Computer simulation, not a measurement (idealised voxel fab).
The process module that follows is named voxel spacer lines.
The cross-section shown here is cut; it is 265 nm wide and divided into square cells measuring 5 nm on a side.
How to read a cross-section here: the picture is a grid of square cells, written as bands going from the top down, and any band can span one or more rows of cells.
Top height, bottom height, nm. Materials left to right, width each, nm. Single material + "throughout" = fills band edge to edge. "empty" = empty.
For the purposes of this specification, 0 denotes the height below which the wafer in its as-received condition is composed wholly of one material, and the lowermost band, lacking a lower limit, extends downward without end, as expressed in "0 -> down".
You'd read "30->40" like this: the band's top row of cells is as wide as the first number, its bottom row is as wide as the second, and going down, every row changes width by the same amount as the row before did.
Any step labelled "remained the same" changed none of the cells in the cross-section.
"Enclosed cavity list" - sealed voids, min. 8 cells, no opening to top; format: width x height at distance (distance from left edge; nm throughout).
Past the settings on a step's line: simulator remark, on that step.
overlay nm: mask right of planned place by this much (step with mask). Neg. = left.
[Steps planned for the process]
1,RECEIVE,material Si
2,CONFORMAL_DEP,material Al2O3,thk nm 5
3,DIRECTIONAL_DEP,material W,thk nm 20
4,DIRECTIONAL_DEP,material polySi,thk nm 25
5,PATTERN,tone cover,mask id MANDREL,material resist,width nm 25,pitch nm 80,thk nm 30,overlay nm 0
6,DIRECTIONAL_ETCH,etch materials polySi,depth nm 25
7,STRIP,etch materials resist
8,CONFORMAL_DEP,material SiN,thk nm 15
9,DIRECTIONAL_ETCH,etch materials SiN,depth nm 15
10,STRIP,etch materials polySi
11,DIRECTIONAL_ETCH,etch materials W,depth nm 20
12,STRIP,etch materials SiN
13,FILL_DEP,material SiO2,thk nm 5
14,CMP,height nm 25
[Shown in cross-section is the wafer as received, that is, as it stands after step 1]
0 -> down | Si throughout
Enclosed cavity list: none
[Wafer cross-section at module end: first of two, run to plan]
25 -> 5 | SiO2 (25); W (15); SiO2 (25); W (15); SiO2 (25); W (15); SiO2 (25); W (15); SiO2 (25); W (15); SiO2 (25); W (15); SiO2 (25)
5 -> 0 | Al2O3 throughout
0 -> down | Si throughout
Enclosed cavity list: none
[Same start, same plan as the first wafer - but one mistake in the run. Cross-section of the second of the two at the end of the module]
25 -> 5 | SiO2 (20); W (15); SiO2 (25); W (15); SiO2 (25); W (15); SiO2 (25); W (15); SiO2 (25); W (15); SiO2 (25); W (15); SiO2 (30)
5 -> 0 | Al2O3 throughout
0 -> down | Si throughout
Enclosed cavity list: none
what went wrong: so step 5 ended up running with a different setting than we planned, it ran as PATTERN,tone cover,mask id MANDREL,material resist,width nm 25,pitch nm 80,thk nm 30,overlay nm -5
The concluding comparison shows that, measured in cells, each material is equally abundant on both wafers, albeit at different positions.
